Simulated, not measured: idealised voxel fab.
Title: Process Module voxel capacitor over wiring
Section shown: cut. Width: 275 nm. Cell size: 5 nm, square.
Cross-sections here: square-cell grids, written as top-down lists of bands, a band being one or more rows of cells.
This entry defines a band. It first specifies the height of the band's top and the height of its bottom in nm, and then specifies the band's materials from left to right, stating each material with its width in nm. The word "edge to edge" identifies a single material that fills the band from edge to edge, while the word "blank" identifies empty space.
We count height from 0. Below that, the starting wafer is all one material. The lowest band never ends at the bottom but goes on down; see "top 0, no bottom" for how that is written.
When a width is written as two numbers, as in "30 to 40", the first number is the width in the top row of cells of the band and the second is the width in its bottom row, and the width changes by the same amount from each row to the next.
"no change" (step): cross-section cells unchanged, all of them.
"Closed void register": empty spaces of 8 cells or more with no open way to the top, each given as width x height at distance, distance from the left edge, all in nm.
Read whatever lies past the settings on a step's line as the simulator's own remark about the step.
What "overlay nm" on a step's line means: if the step has a mask, that mask lay this far to the right of its planned place, or, when the value is negative, to the left.

Planned step list for the process
- 1: RECEIVE: material Si
- 2: CONFORMAL_DEP: material SiO2, thk nm 15
- 3: DIRECTIONAL_DEP: material TiN, thk nm 5
- 4: DIRECTIONAL_DEP: material Ru, thk nm 20
- 5: MASKED_ETCH: tone cover, mask id METAL_1, width nm 20, pitch nm 90, etch materials Ru, depth nm 20, overlay nm 0
- 6: MASKED_ETCH: tone cover, mask id METAL_1, width nm 20, pitch nm 90, etch materials TiN, depth nm 5, overlay nm 0
- 7: FILL_DEP: material SiO2, thk nm 5
- 8: CMP: height nm 40
- 9: CONFORMAL_DEP: material SiCN, thk nm 5
- 10: DIRECTIONAL_DEP: material lowk, thk nm 20
- 11: PATTERN: tone open, mask id PLUG_1, material resist, width nm 15, thk nm 20, overlay nm 0
- 12: DIRECTIONAL_ETCH: etch materials lowk, depth nm 20
- 13: DIRECTIONAL_ETCH: etch materials SiCN, depth nm 5
- 14: STRIP: etch materials resist
- 15: CONFORMAL_DEP: material TiN, thk nm 5
- 16: FILL_DEP: material Cu, thk nm 10
- 17: CMP: height nm 65
- 18: DIRECTIONAL_DEP: material TiN, thk nm 10
- 19: DIRECTIONAL_DEP: material SiN, thk nm 5
- 20: DIRECTIONAL_DEP: material TiN, thk nm 5
- 21: MASKED_ETCH: tone cover, mask id UPPER_PLATE, width nm 75, etch materials TiN, depth nm 5, overlay nm 0
- 22: MASKED_ETCH: tone cover, mask id UPPER_PLATE, width nm 75, etch materials SiN, depth nm 5, overlay nm 0
- 23: MASKED_ETCH: tone cover, mask id LOWER_PLATE, width nm 85, etch materials TiN, depth nm 10, overlay nm 0
- 24: FILL_DEP: material SiO2, thk nm 15
- 25: CMP: height nm 95
- 26: PATTERN: tone open, mask id PLUG_2, material resist, width nm 15, thk nm 20, overlay nm 0
- 27: DIRECTIONAL_ETCH: etch materials SiO2, depth nm 10
- 28: STRIP: etch materials resist
- 29: CONFORMAL_DEP: material TiN, thk nm 5
- 30: FILL_DEP: material W, thk nm 5
- 31: CMP: height nm 95
- 32: CONFORMAL_DEP: material SiCN, thk nm 5

Concerning the first of two wafers, which was run in accordance with the plan

Cross-section of the wafer at receipt, which is the condition after step 1
* top 0, no bottom = Si edge to edge
* Closed void register: none

Cross-section of the wafer subsequent to step 2
* top 15, bottom 0 = SiO2 edge to edge
* Unchanged below 0.

Cross-section of the wafer subsequent to step 3
* top 20, bottom 15 = TiN edge to edge
* Unchanged below 15.

Cross-section of the wafer subsequent to step 4
* top 40, bottom 20 = Ru edge to edge
* Unchanged below 20.

Cross-section of the wafer subsequent to step 5
* top 40, bottom 20 = blank=80 / Ru=20 / blank=70 / Ru=20 / blank=85
* Unchanged below 20.

Cross-section of the wafer subsequent to step 6
* top 40, bottom 20 = blank=80 / Ru=20 / blank=70 / Ru=20 / blank=85
* top 20, bottom 15 = blank=80 / TiN=20 / blank=70 / TiN=20 / blank=85
* Unchanged below 15.

Cross-section of the wafer subsequent to step 7
* top 45, bottom 40 = SiO2 edge to edge
* top 40, bottom 20 = SiO2=80 / Ru=20 / SiO2=70 / Ru=20 / SiO2=85
* top 20, bottom 15 = SiO2=80 / TiN=20 / SiO2=70 / TiN=20 / SiO2=85
* Unchanged below 15.

Cross-section of the wafer subsequent to step 8
* top 40, bottom 20 = SiO2=80 / Ru=20 / SiO2=70 / Ru=20 / SiO2=85
* Unchanged below 20.

Cross-section of the wafer subsequent to step 9
* top 45, bottom 40 = SiCN edge to edge
* Unchanged below 40.

Cross-section of the wafer subsequent to step 10
* top 65, bottom 45 = lowk edge to edge
* Unchanged below 45.

Cross-section of the wafer subsequent to step 11
* top 85, bottom 65 = resist=85 / blank=15 / resist=175
* Unchanged below 65.

Cross-section of the wafer subsequent to step 12
* top 85, bottom 65 = resist=85 / blank=15 / resist=175
* top 65, bottom 45 = lowk=85 / blank=15 / lowk=175
* Unchanged below 45.

Cross-section of the wafer subsequent to step 13
* top 85, bottom 65 = resist=85 / blank=15 / resist=175
* top 65, bottom 45 = lowk=85 / blank=15 / lowk=175
* top 45, bottom 40 = SiCN=85 / blank=15 / SiCN=175
* Unchanged below 40.

Cross-section of the wafer subsequent to step 14
* top 65, bottom 45 = lowk=85 / blank=15 / lowk=175
* Unchanged below 45.

Cross-section of the wafer subsequent to step 15
* top 70, bottom 65 = TiN=90 / blank=5 / TiN=180
* top 65, bottom 45 = lowk=85 / TiN=5 / blank=5 / TiN=5 / lowk=175
* top 45, bottom 40 = SiCN=85 / TiN=15 / SiCN=175
* Unchanged below 40.

Cross-section of the wafer subsequent to step 16
* top 80, bottom 70 = Cu edge to edge
* top 70, bottom 65 = TiN=90 / Cu=5 / TiN=180
* top 65, bottom 45 = lowk=85 / TiN=5 / Cu=5 / TiN=5 / lowk=175
* Unchanged below 45.

Cross-section of the wafer subsequent to step 17
* top 65, bottom 45 = lowk=85 / TiN=5 / Cu=5 / TiN=5 / lowk=175
* Unchanged below 45.

Cross-section of the wafer subsequent to step 18
* top 75, bottom 65 = TiN edge to edge
* Unchanged below 65.

Cross-section of the wafer subsequent to step 19
* top 80, bottom 75 = SiN edge to edge
* Unchanged below 75.

Cross-section of the wafer subsequent to step 20
* top 85, bottom 80 = TiN edge to edge
* Unchanged below 80.

Cross-section of the wafer subsequent to step 21
* top 85, bottom 80 = blank=85 / TiN=75 / blank=115
* Unchanged below 80.

Cross-section of the wafer subsequent to step 22
* top 85, bottom 80 = blank=85 / TiN=75 / blank=115
* top 80, bottom 75 = blank=85 / SiN=75 / blank=115
* Unchanged below 75.

Cross-section of the wafer subsequent to step 23
* top 85, bottom 80 = blank=85 / TiN=75 / blank=115
* top 80, bottom 75 = blank=85 / SiN=75 / blank=115
* top 75, bottom 65 = blank=80 / TiN=85 / blank=110
* Unchanged below 65.

Cross-section of the wafer subsequent to step 24
* top 100, bottom 85 = SiO2 edge to edge
* top 85, bottom 80 = SiO2=85 / TiN=75 / SiO2=115
* top 80, bottom 75 = SiO2=85 / SiN=75 / SiO2=115
* top 75, bottom 65 = SiO2=80 / TiN=85 / SiO2=110
* Unchanged below 65.

Cross-section of the wafer subsequent to step 25
* top 95, bottom 85 = SiO2 edge to edge
* Unchanged below 85.

Cross-section of the wafer subsequent to step 26
* top 115, bottom 95 = resist=95 / blank=15 / resist=165
* Unchanged below 95.

Cross-section of the wafer subsequent to step 27
* top 115, bottom 95 = resist=95 / blank=15 / resist=165
* top 95, bottom 85 = SiO2=95 / blank=15 / SiO2=165
* Unchanged below 85.

Cross-section of the wafer subsequent to step 28
* top 95, bottom 85 = SiO2=95 / blank=15 / SiO2=165
* Unchanged below 85.

Cross-section of the wafer subsequent to step 29
* top 100, bottom 95 = TiN=100 / blank=5 / TiN=170
* top 95, bottom 90 = SiO2=95 / TiN=5 / blank=5 / TiN=5 / SiO2=165
* top 90, bottom 80 = SiO2=95 to 85 / TiN=15 to 75 / SiO2=165 to 115
* Unchanged below 80.

Cross-section of the wafer subsequent to step 30
* top 105, bottom 100 = W edge to edge
* top 100, bottom 95 = TiN=100 / W=5 / TiN=170
* top 95, bottom 90 = SiO2=95 / TiN=5 / W=5 / TiN=5 / SiO2=165
* Unchanged below 90.

Cross-section of the wafer subsequent to step 31
* top 95, bottom 90 = SiO2=95 / TiN=5 / W=5 / TiN=5 / SiO2=165
* Unchanged below 90.

Cross-section of the wafer subsequent to step 32
* top 100, bottom 95 = SiCN edge to edge
* Unchanged below 95.

Second wafer: same start and same plan as the first, one execution error; identical to the first through step 10

Second wafer, sectioned view, at step 11's planned end time
* top 85, bottom 65 = resist=95 / blank=15 / resist=165
* Unchanged below 65.

Second wafer, sectioned view, at step 12's planned end time
* top 85, bottom 65 = resist=95 / blank=15 / resist=165
* top 65, bottom 45 = lowk=95 / blank=15 / lowk=165
* Unchanged below 45.

Second wafer, sectioned view, at step 13's planned end time
* top 85, bottom 65 = resist=95 / blank=15 / resist=165
* top 65, bottom 45 = lowk=95 / blank=15 / lowk=165
* top 45, bottom 40 = SiCN=95 / blank=15 / SiCN=165
* Unchanged below 40.

Second wafer, sectioned view, at step 14's planned end time
* top 65, bottom 45 = lowk=95 / blank=15 / lowk=165
* Unchanged below 45.

Second wafer, sectioned view, at step 15's planned end time
* top 70, bottom 65 = TiN=100 / blank=5 / TiN=170
* top 65, bottom 45 = lowk=95 / TiN=5 / blank=5 / TiN=5 / lowk=165
* top 45, bottom 40 = SiCN=95 / TiN=15 / SiCN=165
* Unchanged below 40.

Second wafer, sectioned view, at step 16's planned end time
* top 80, bottom 70 = Cu edge to edge
* top 70, bottom 65 = TiN=100 / Cu=5 / TiN=170
* top 65, bottom 45 = lowk=95 / TiN=5 / Cu=5 / TiN=5 / lowk=165
* Unchanged below 45.

Second wafer, sectioned view, at step 17's planned end time
* top 65, bottom 45 = lowk=95 / TiN=5 / Cu=5 / TiN=5 / lowk=165
* Unchanged below 45.

Second wafer, sectioned view, at step 18's planned end time
* top 75, bottom 65 = TiN edge to edge
* Unchanged below 65.

Second wafer, sectioned view, at step 19's planned end time
* top 80, bottom 75 = SiN edge to edge
* Unchanged below 75.

Second wafer, sectioned view, at step 20's planned end time
* top 85, bottom 80 = TiN edge to edge
* Unchanged below 80.

Second wafer, sectioned view, at step 21's planned end time
* top 85, bottom 80 = blank=85 / TiN=75 / blank=115
* Unchanged below 80.

Second wafer, sectioned view, at step 22's planned end time
* top 85, bottom 80 = blank=85 / TiN=75 / blank=115
* top 80, bottom 75 = blank=85 / SiN=75 / blank=115
* Unchanged below 75.

Second wafer, sectioned view, at step 23's planned end time
* top 85, bottom 80 = blank=85 / TiN=75 / blank=115
* top 80, bottom 75 = blank=85 / SiN=75 / blank=115
* top 75, bottom 65 = blank=80 / TiN=85 / blank=110
* Unchanged below 65.

Second wafer, sectioned view, at step 24's planned end time
* top 100, bottom 85 = SiO2 edge to edge
* top 85, bottom 80 = SiO2=85 / TiN=75 / SiO2=115
* top 80, bottom 75 = SiO2=85 / SiN=75 / SiO2=115
* top 75, bottom 65 = SiO2=80 / TiN=85 / SiO2=110
* Unchanged below 65.

Second wafer, sectioned view, at step 25's planned end time
* top 95, bottom 85 = SiO2 edge to edge
* Unchanged below 85.

Second wafer, sectioned view, at step 26's planned end time
* top 115, bottom 95 = resist=95 / blank=15 / resist=165
* Unchanged below 95.

Second wafer, sectioned view, at step 27's planned end time
* top 115, bottom 95 = resist=95 / blank=15 / resist=165
* top 95, bottom 85 = SiO2=95 / blank=15 / SiO2=165
* Unchanged below 85.

Second wafer, sectioned view, at step 28's planned end time
* top 95, bottom 85 = SiO2=95 / blank=15 / SiO2=165
* Unchanged below 85.

Second wafer, sectioned view, at step 29's planned end time
* top 100, bottom 95 = TiN=100 / blank=5 / TiN=170
* top 95, bottom 90 = SiO2=95 / TiN=5 / blank=5 / TiN=5 / SiO2=165
* top 90, bottom 80 = SiO2=95 to 85 / TiN=15 to 75 / SiO2=165 to 115
* Unchanged below 80.

Second wafer, sectioned view, at step 30's planned end time
* top 105, bottom 100 = W edge to edge
* top 100, bottom 95 = TiN=100 / W=5 / TiN=170
* top 95, bottom 90 = SiO2=95 / TiN=5 / W=5 / TiN=5 / SiO2=165
* Unchanged below 90.

Second wafer, sectioned view, at step 31's planned end time
* top 95, bottom 90 = SiO2=95 / TiN=5 / W=5 / TiN=5 / SiO2=165
* Unchanged below 90.

Second wafer, sectioned view, at step 32's planned end time
* top 100, bottom 95 = SiCN edge to edge
* Unchanged below 95.
What was the processing mistake? in deviation from the planned setting, step 11 was conducted as PATTERN: tone open, mask id PLUG_1, material resist, width nm 15, thk nm 20, overlay nm 10
In the final comparison it is observed that the number of cells assigned to each material is identical for the two wafers, whereas their placement is not.
